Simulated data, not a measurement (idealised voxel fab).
You're looking at the process module voxel capacitor over wiring.
We display cut, a cross-section 290 nm in width whose square cells are each 5 nm.
Each cross-section below is a grid of square cells, stated as bands in top-down order, with one or more rows of cells making up each band.
Within each band entry, the heights of the top and of the bottom of the band appear first, in that order and in nm; the materials of the band then follow from left to right, each with its corresponding width in nm. The designation "throughout" on a single material indicates that it fills the band from edge to edge; the designation "air" indicates empty space.
Heights are reckoned from 0. Under this level, the received wafer is all of one material. The bottommost band is open-ended downward, for example "0..down".
A width such as "30 to 40" changes by the same amount from each row of cells to the next, from the band's top row to its bottom row.
Step marked "all unchanged"? Then no cell in the cross-section changed in it.
Under "Closed void catalog" you'll find the enclosed gaps, the ones with no way out to the top, that are 8 cells or bigger; each reads width x height at distance, with distance counted from the left edge, everything in nm.
On each step's line, the part that comes after the settings is the simulator's own comment on the step.
overlay nm: step with mask; distance mask lay right of planned place; negative value = left of planned place.

Planned step list for the process:
1,RECEIVE with material Si
2,CONFORMAL_DEP with material SiO2, thk nm 15
3,CONFORMAL_DEP with material SiN, thk nm 5
4,DIRECTIONAL_DEP with material SiO2, thk nm 25
5,PATTERN with tone open, mask id METAL_1, material resist, width nm 30, pitch nm 100, thk nm 20, overlay nm 0
6,DIRECTIONAL_ETCH with etch materials SiO2, depth nm 25
7,DIRECTIONAL_ETCH with etch materials SiN, depth nm 5
8,STRIP with etch materials resist
9,CONFORMAL_DEP with material TiN, thk nm 5
10,FILL_DEP with material Cu, thk nm 10
11,CMP with height nm 45
12,CONFORMAL_DEP with material SiCN, thk nm 5
13,DIRECTIONAL_DEP with material SiO2, thk nm 15
14,MASKED_ETCH with tone open, mask id PLUG_1, width nm 15, etch materials SiO2, depth nm 15, overlay nm 0
15,MASKED_ETCH with tone open, mask id PLUG_1, width nm 15, etch materials SiCN, depth nm 5, overlay nm 0
16,CONFORMAL_DEP with material TiN, thk nm 5
17,FILL_DEP with material Cu, thk nm 10
18,CMP with height nm 65
19,DIRECTIONAL_DEP with material TiN, thk nm 10
20,DIRECTIONAL_DEP with material Al2O3, thk nm 5
21,DIRECTIONAL_DEP with material TiN, thk nm 10
22,MASKED_ETCH with tone cover, mask id UPPER_PLATE, width nm 75, etch materials TiN, depth nm 10, overlay nm 0
23,MASKED_ETCH with tone cover, mask id UPPER_PLATE, width nm 75, etch materials Al2O3, depth nm 5, overlay nm 0
24,MASKED_ETCH with tone cover, mask id LOWER_PLATE, width nm 85, etch materials TiN, depth nm 10, overlay nm 0
25,FILL_DEP with material SiO2, thk nm 20
26,CMP with height nm 105
27,PATTERN with tone open, mask id PLUG_2, material resist, width nm 15, thk nm 20, overlay nm 0
28,DIRECTIONAL_ETCH with etch materials SiO2, depth nm 15
29,STRIP with etch materials resist
30,CONFORMAL_DEP with material TiN, thk nm 5
31,FILL_DEP with material W, thk nm 5
32,CMP with height nm 105
33,CONFORMAL_DEP with material SiCN, thk nm 5

Incoming wafer, cross-sectional view, post step 1:
	0..down | Si throughout
	Closed void catalog: none

Wafer cross-section at end of module: start and plan as shown above, one execution error:
	110..105 | SiCN throughout
	105..95 | SiO2=105  TiN=5  W=5  TiN=5  SiO2=170
	95..90 | SiO2=105  TiN=15  SiO2=170
	90..80 | SiCN throughout
	80..75 | Al2O3 throughout
	75..65 | TiN throughout
	65..50 | SiO2=95  TiN=5  Cu=5  TiN=5  SiO2=180
	50..45 | SiCN=95  TiN=15  SiCN=180
	45..20 | SiO2=80  TiN=5  Cu=20  TiN=5  SiO2=70  TiN=5  Cu=20  TiN=5  SiO2=80
	20..15 | SiN=80  TiN=30  SiN=70  TiN=30  SiN=80
	15..0 | SiO2 throughout
	0..down | Si throughout
	Closed void catalog: none
Plan not followed: step 21 did not use the planned setting and instead ran as DIRECTIONAL_DEP with material SiCN, thk nm 10
